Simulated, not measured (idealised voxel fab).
The name of this process module is voxel released beams.
Displayed cross-section: cut, width of 300 nm, square cells sized 5 nm.
Each cross-section below is a grid of square cells, stated as bands in top-down order, with one or more rows of cells making up each band. Each band's line starts with the height of the band's top and of its bottom, in nm. Then come its materials from left to right, each with its width in nm. One material with "all across" fills the band from edge to edge. "air" is empty space. Basically, 0 is our baseline, since under it the wafer straight out of the box is all one material. The bottom band has no lower end and keeps on going down, so it looks like "0 down". You'd read "30..40" like this: the band's top row of cells is as wide as the first number, its bottom row is as wide as the second, and going down, every row changes width by the same amount as the row before did. A step reported as "changes: none" is a step in which no cell of the cross-section changed. So "Closed void roster" is basically the list of trapped voids: any empty space of 8 cells or more that can't reach the top through an opening. They're written width x height at distance, the distance being from the left edge, and it's all nm. after a step's settings: what the simulator itself notes on the step. "overlay nm" on a masked step: distance the mask lay right of its planned place, negative for left.
plan
step 1: RECEIVE: material Si
step 2: CONFORMAL_DEP: material SiN, thk nm 10
step 3: DIRECTIONAL_DEP: material SiO2, thk nm 20
step 4: MASKED_ETCH: tone open, mask id ANCHOR, width nm 30, etch materials SiO2, depth nm 20, overlay nm 0
step 5: CONFORMAL_DEP: material W, thk nm 15
step 6: DIRECTIONAL_DEP: material aC, thk nm 15
step 7: PATTERN: tone cover, mask id BEAM, material resist, width nm 100, thk nm 30, overlay nm 0
step 8: DIRECTIONAL_ETCH: etch materials aC, depth nm 15
step 9: STRIP: etch materials resist
step 10: DIRECTIONAL_ETCH: etch materials W, depth nm 15
step 11: STRIP: etch materials aC
step 12: STRIP: etch materials SiO2
Wafers differ in width nm at step 4; plan lists the first wafer's value; identical starting state.
This is how the first of several wafers looked in cross-section when it arrived, which is after step 1
0 down: Si all across
Closed void roster: none
Post step 12, the closing step of the module: first of several wafers, cross-sectioned
45 to 30: air (95), W (100), air (105)
30 to 10: air (105), W (30), air (165)
10 to 0: SiN all across
0 down: Si all across
Closed void roster: none
Cross-sectional depiction of the last of several wafers upon completion of the module
45 to 30: air (95), W (15), air (25), W (60), air (105)
30 to 25: air (95), W (15), air (25), W (15), air (150)
25 to 10: air (95), W (55), air (150)
10 to 0: SiN all across
0 down: Si all across
Closed void roster: none
Note: the following table is arranged by wafer, a row apiece. Each row reports the end-of-module state: per material, cells gained (+) or cells lost (-) compared with the wafer as received; closed voids follow
width nm 30; +120 SiN; +84 W; Closed void roster: none
width nm 35; +120 SiN; +84 W; Closed void roster: none
width nm 40; +120 SiN; +84 W; Closed void roster: none
width nm 45; +120 SiN; +84 W; Closed void roster: none
width nm 50; +120 SiN; +84 W; Closed void roster: none
width nm 55; +120 SiN; +84 W; Closed void roster: none
